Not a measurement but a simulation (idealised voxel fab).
Proc. module: voxel self aligned contacts
The width of the displayed cross-section, cut, is 180 nm; its cells are square, with a size of 5 nm.
We lay out every cross-section as a grid of square cells and spell it out in bands from the top down, where one band means one or more rows of cells. Top, bottom (nm), then materials left to right with widths (nm); lone material tagged "everywhere" fills the whole band edge to edge; "air" = empty space. Heads up on the height convention: 0 is the point under which the incoming wafer is all one material, and the lowest band has no bottom, it just keeps going down, like "0 -> down". Width: "30 to 40" (first number = top row, second number = bottom row, same change from row to row of cells). The designation "identical to before", where it is given for a processing step, indicates that no cell of the cross-section was altered in the course of that step. "Closed cavities" lists enclosed empty spaces (at least 8 cells, no open path upward to the top), each as width x height at distance from the left edge, in nm. Anything after a step's settings on that line? It's the simulator's own note about the step. overlay nm: right-of-plan distance of the mask on a masked step; negative values mean left-of-plan.

# These are the steps we planned for the process
1 op RECEIVE | material Si
2 op CONFORMAL_DEP | material SiO2 | thk nm 5
3 op DIRECTIONAL_DEP | material polySi | thk nm 30
4 op DIRECTIONAL_DEP | material SiN | thk nm 25
5 op PATTERN | tone cover | mask id GATE | material resist | width nm 25 | pitch nm 65 | thk nm 15 | overlay nm 0
6 op DIRECTIONAL_ETCH | etch materials SiN | depth nm 25
7 op DIRECTIONAL_ETCH | etch materials polySi | depth nm 30
8 op STRIP | etch materials resist
9 op CONFORMAL_DEP | material SiN | thk nm 10
10 op DIRECTIONAL_ETCH | etch materials SiN | depth nm 10
11 op FILL_DEP | material SiO2 | thk nm 10
12 op CMP | height nm 65
13 op PATTERN | tone open | mask id CONTACT | material resist | width nm 50 | thk nm 15 | overlay nm 0
14 op DIRECTIONAL_ETCH | etch materials SiO2 | depth nm 65
15 op STRIP | etch materials resist
16 op CONFORMAL_DEP | material TiN | thk nm 5
17 op FILL_DEP | material W | thk nm 10
18 op CMP | height nm 65
19 op CONFORMAL_DEP | material SiN | thk nm 5

# First of two wafers - as planned

# Shown in cross-section is the wafer as received, that is, as it stands after step 1
  0 -> down: Si everywhere
  Closed cavities: none

# The following cross-section depicts the wafer upon completion of step 2
  5 -> 0: SiO2 everywhere
  Under the height 0 nothing was changed.

# The following cross-section depicts the wafer upon completion of step 3
  35 -> 5: polySi everywhere
  Under the height 5 nothing was changed.

# The following cross-section depicts the wafer upon completion of step 4
  60 -> 35: SiN everywhere
  Under the height 35 nothing was changed.

# The following cross-section depicts the wafer upon completion of step 5
  75 -> 60: 45 air, then 25 resist, then 40 air, then 25 resist, then 45 air
  Under the height 60 nothing was changed.

# The following cross-section depicts the wafer upon completion of step 6
  75 -> 60: 45 air, then 25 resist, then 40 air, then 25 resist, then 45 air
  60 -> 35: 45 air, then 25 SiN, then 40 air, then 25 SiN, then 45 air
  Under the height 35 nothing was changed.

# The following cross-section depicts the wafer upon completion of step 7
  75 -> 60: 45 air, then 25 resist, then 40 air, then 25 resist, then 45 air
  60 -> 35: 45 air, then 25 SiN, then 40 air, then 25 SiN, then 45 air
  35 -> 5: 45 air, then 25 polySi, then 40 air, then 25 polySi, then 45 air
  Under the height 5 nothing was changed.

# The following cross-section depicts the wafer upon completion of step 8
  60 -> 35: 45 air, then 25 SiN, then 40 air, then 25 SiN, then 45 air
  Under the height 35 nothing was changed.

# The following cross-section depicts the wafer upon completion of step 9
  70 -> 35: 35 air, then 45 SiN, then 20 air, then 45 SiN, then 35 air
  35 -> 15: 35 air, then 10 SiN, then 25 polySi, then 10 SiN, then 20 air, then 10 SiN, then 25 polySi, then 10 SiN, then 35 air
  15 -> 5: 45 SiN, then 25 polySi, then 40 SiN, then 25 polySi, then 45 SiN
  Under the height 5 nothing was changed.

# The following cross-section depicts the wafer upon completion of step 10
  60 -> 35: 35 air, then 45 SiN, then 20 air, then 45 SiN, then 35 air
  35 -> 5: 35 air, then 10 SiN, then 25 polySi, then 10 SiN, then 20 air, then 10 SiN, then 25 polySi, then 10 SiN, then 35 air
  Under the height 5 nothing was changed.

# The following cross-section depicts the wafer upon completion of step 11
  70 -> 60: SiO2 everywhere
  60 -> 35: 35 SiO2, then 45 SiN, then 20 SiO2, then 45 SiN, then 35 SiO2
  35 -> 5: 35 SiO2, then 10 SiN, then 25 polySi, then 10 SiN, then 20 SiO2, then 10 SiN, then 25 polySi, then 10 SiN, then 35 SiO2
  Under the height 5 nothing was changed.

# The following cross-section depicts the wafer upon completion of step 12
  65 -> 60: SiO2 everywhere
  Under the height 60 nothing was changed.

# The following cross-section depicts the wafer upon completion of step 13
  80 -> 65: 65 resist, then 50 air, then 65 resist
  Under the height 65 nothing was changed.

# The following cross-section depicts the wafer upon completion of step 14
  80 -> 65: 65 resist, then 50 air, then 65 resist
  65 -> 60: 65 SiO2, then 50 air, then 65 SiO2
  60 -> 35: 35 SiO2, then 45 SiN, then 20 air, then 45 SiN, then 35 SiO2
  35 -> 5: 35 SiO2, then 10 SiN, then 25 polySi, then 10 SiN, then 20 air, then 10 SiN, then 25 polySi, then 10 SiN, then 35 SiO2
  5 -> 0: 80 SiO2, then 20 air, then 80 SiO2
  Under the height 0 nothing was changed.

# The following cross-section depicts the wafer upon completion of step 15
  65 -> 60: 65 SiO2, then 50 air, then 65 SiO2
  Under the height 60 nothing was changed.

# The following cross-section depicts the wafer upon completion of step 16
  70 -> 65: 70 TiN, then 40 air, then 70 TiN
  65 -> 60: 65 SiO2, then 20 TiN, then 10 air, then 20 TiN, then 65 SiO2
  60 -> 35: 35 SiO2, then 45 SiN, then 5 TiN, then 10 air, then 5 TiN, then 45 SiN, then 35 SiO2
  35 -> 5: 35 SiO2, then 10 SiN, then 25 polySi, then 10 SiN, then 5 TiN, then 10 air, then 5 TiN, then 10 SiN, then 25 polySi, then 10 SiN, then 35 SiO2
  5 -> 0: 80 SiO2, then 20 TiN, then 80 SiO2
  Under the height 0 nothing was changed.

# The following cross-section depicts the wafer upon completion of step 17
  80 -> 70: W everywhere
  70 -> 65: 70 TiN, then 40 W, then 70 TiN
  65 -> 60: 65 SiO2, then 20 TiN, then 10 W, then 20 TiN, then 65 SiO2
  60 -> 35: 35 SiO2, then 45 SiN, then 5 TiN, then 10 W, then 5 TiN, then 45 SiN, then 35 SiO2
  35 -> 5: 35 SiO2, then 10 SiN, then 25 polySi, then 10 SiN, then 5 TiN, then 10 W, then 5 TiN, then 10 SiN, then 25 polySi, then 10 SiN, then 35 SiO2
  Under the height 5 nothing was changed.

# The following cross-section depicts the wafer upon completion of step 18
  65 -> 60: 65 SiO2, then 20 TiN, then 10 W, then 20 TiN, then 65 SiO2
  Under the height 60 nothing was changed.

# The following cross-section depicts the wafer upon completion of step 19
  70 -> 65: SiN everywhere
  Under the height 65 nothing was changed.

# Now the other wafer: same start, same recipe, but we messed up one thing when running it. Up to and including step 3 it's the same as the first one

# Cross-section: second wafer, time at which step 4 was scheduled to end
  65 -> 35: SiN everywhere
  Under the height 35 nothing was changed.

# Cross-section: second wafer, time at which step 5 was scheduled to end
  80 -> 65: 45 air, then 25 resist, then 40 air, then 25 resist, then 45 air
  Under the height 65 nothing was changed.

# Cross-section: second wafer, time at which step 6 was scheduled to end
  80 -> 65: 45 air, then 25 resist, then 40 air, then 25 resist, then 45 air
  65 -> 40: 45 air, then 25 SiN, then 40 air, then 25 SiN, then 45 air
  Under the height 40 nothing was changed.

Cross-section: second wafer, time at which step 7 was scheduled to end: identical to before

# Cross-section: second wafer, time at which step 8 was scheduled to end
  65 -> 40: 45 air, then 25 SiN, then 40 air, then 25 SiN, then 45 air
  Under the height 40 nothing was changed.

# Cross-section: second wafer, time at which step 9 was scheduled to end
  75 -> 50: 35 air, then 45 SiN, then 20 air, then 45 SiN, then 35 air
  50 -> 35: SiN everywhere
  Under the height 35 nothing was changed.

# Cross-section: second wafer, time at which step 10 was scheduled to end
  65 -> 40: 35 air, then 45 SiN, then 20 air, then 45 SiN, then 35 air
  Under the height 40 nothing was changed.

# Cross-section: second wafer, time at which step 11 was scheduled to end
  75 -> 65: SiO2 everywhere
  65 -> 40: 35 SiO2, then 45 SiN, then 20 SiO2, then 45 SiN, then 35 SiO2
  Under the height 40 nothing was changed.

# Cross-section: second wafer, time at which step 12 was scheduled to end
  65 -> 40: 35 SiO2, then 45 SiN, then 20 SiO2, then 45 SiN, then 35 SiO2
  Under the height 40 nothing was changed.

# Cross-section: second wafer, time at which step 13 was scheduled to end
  80 -> 65: 65 resist, then 50 air, then 65 resist
  Under the height 65 nothing was changed.

# Cross-section: second wafer, time at which step 14 was scheduled to end
  80 -> 65: 65 resist, then 50 air, then 65 resist
  65 -> 40: 35 SiO2, then 45 SiN, then 20 air, then 45 SiN, then 35 SiO2
  Under the height 40 nothing was changed.

# Cross-section: second wafer, time at which step 15 was scheduled to end
  65 -> 40: 35 SiO2, then 45 SiN, then 20 air, then 45 SiN, then 35 SiO2
  Under the height 40 nothing was changed.

# Cross-section: second wafer, time at which step 16 was scheduled to end
  70 -> 65: 85 TiN, then 10 air, then 85 TiN
  65 -> 45: 35 SiO2, then 45 SiN, then 5 TiN, then 10 air, then 5 TiN, then 45 SiN, then 35 SiO2
  45 -> 40: 35 SiO2, then 45 SiN, then 20 TiN, then 45 SiN, then 35 SiO2
  Under the height 40 nothing was changed.

# Cross-section: second wafer, time at which step 17 was scheduled to end
  80 -> 70: W everywhere
  70 -> 65: 85 TiN, then 10 W, then 85 TiN
  65 -> 45: 35 SiO2, then 45 SiN, then 5 TiN, then 10 W, then 5 TiN, then 45 SiN, then 35 SiO2
  Under the height 45 nothing was changed.

# Cross-section: second wafer, time at which step 18 was scheduled to end
  65 -> 45: 35 SiO2, then 45 SiN, then 5 TiN, then 10 W, then 5 TiN, then 45 SiN, then 35 SiO2
  Under the height 45 nothing was changed.

# Cross-section: second wafer, time at which step 19 was scheduled to end
  70 -> 65: SiN everywhere
  Under the height 65 nothing was changed.
Processing error: step 4 did not use the planned setting and instead ran as op DIRECTIONAL_DEP | material SiN | thk nm 30
Heads up, by the end the second wafer has more or fewer cells of some materials compared to the first: SiN: 12 fewer | SiO2: 106 fewer | TiN: 22 fewer | W: 16 fewer | polySi: 156 more
